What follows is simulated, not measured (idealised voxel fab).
Module name: voxel released beams (process module)
The cross-section on display is named cut; it measures 295 nm wide, and its cells are 5 nm squares.
Cross-section, as written here: a square-cell grid given band by band from the top down, where a band holds one or more rows of cells.
A band entry consists of two parts. The first gives the height of the band's top and the height of its bottom, in nm. The rest lists the band's materials from left to right, each with its width in nm. A single material labelled with the word "edge to edge" fills the band from edge to edge, and the word "empty" marks empty space.
It should be noted that heights are counted from 0, beneath which the wafer as supplied is of one material throughout, and that the lowest band possesses no lower boundary but continues downward, as written in "0 -> down".
Read "30->40" as a graded width: first number on top, second number at the bottom, same change between each pair of neighbouring rows.
"nothing different" (step): cross-section cells unchanged, all of them.
The entry titled "Sealed void listing" provides the empty spaces that have no open way to the top, restricted to those of 8 cells or more. Each is presented as width x height at distance, the distance being measured from the left edge, with all three in nm.
Heads up: the bit after the settings on a step's line is the simulator's remark on that step.
When a step includes a mask, the "overlay nm" setting on its line states how far to the right of its planned place that mask lay, and negative values state how far to the left.
THE STEPS PLANNED FOR THE PROCESS ARE AS FOLLOWS
1. RECEIVE: material Si
2. CONFORMAL_DEP: material Al2O3, thk nm 5
3. DIRECTIONAL_DEP: material SiO2, thk nm 15
4. DIRECTIONAL_DEP: material aC, thk nm 15
5. PATTERN: tone open, mask id ANCHOR, material resist, width nm 40, thk nm 35, overlay nm 0
6. DIRECTIONAL_ETCH: etch materials aC, depth nm 15
7. STRIP: etch materials resist
8. DIRECTIONAL_ETCH: etch materials SiO2, depth nm 15
9. STRIP: etch materials aC
10. CONFORMAL_DEP: material SiN, thk nm 15
11. DIRECTIONAL_DEP: material aC, thk nm 15
12. PATTERN: tone cover, mask id BEAM, material resist, width nm 95, thk nm 30, overlay nm -15
13. DIRECTIONAL_ETCH: etch materials aC, depth nm 15
14. STRIP: etch materials resist
15. DIRECTIONAL_ETCH: etch materials SiN, depth nm 15
16. STRIP: etch materials aC
17. STRIP: etch materials SiO2
Every wafer here starts from the same state; it is the step 12 overlay nm that distinguishes them, and the value the plan gives belongs to the first wafer.
CROSS-SECTION: THE FIRST OF SEVERAL WAFERS IN ITS AS-RECEIVED STATE, I.E. FOLLOWING STEP 1
* 0 -> down | Si edge to edge
* Sealed void listing: none
MODULE FINISHED, LAST STEP 17 DONE: CROSS-SECTION OF THE FIRST OF SEVERAL WAFERS
* 35 -> 20 | empty 80 nm, SiN 35 nm, empty 10 nm, SiN 50 nm, empty 120 nm
* 20 -> 5 | empty 100 nm, SiN 40 nm, empty 155 nm
* 5 -> 0 | Al2O3 edge to edge
* 0 -> down | Si edge to edge
* Sealed void listing: none
FINAL WAFER CROSS-SECTION AT MODULE END
* 35 -> 20 | empty 110 nm, SiN 5 nm, empty 10 nm, SiN 80 nm, empty 90 nm
* 20 -> 5 | empty 100 nm, SiN 40 nm, empty 155 nm
* 5 -> 0 | Al2O3 edge to edge
* 0 -> down | Si edge to edge
* Sealed void listing: none
TAKE ANY ROW AND YOU HAVE A WAFER AT THE END OF THE MODULE: HOW MANY CELLS OF EACH MATERIAL IT HAS GAINED (+) OR LOST (-) SINCE IT WAS RECEIVED, AND THEN ITS CLOSED VOIDS
overlay nm -15 | +59 Al2O3 | +75 SiN | Sealed void listing: none
overlay nm -10 | +59 Al2O3 | +75 SiN | Sealed void listing: none
overlay nm -5 | +59 Al2O3 | +75 SiN | Sealed void listing: none
overlay nm 0 | +59 Al2O3 | +75 SiN | Sealed void listing: none
overlay nm 5 | +59 Al2O3 | +75 SiN | Sealed void listing: none
overlay nm 10 | +59 Al2O3 | +75 SiN | Sealed void listing: none
overlay nm 15 | +59 Al2O3 | +75 SiN | Sealed void listing: none
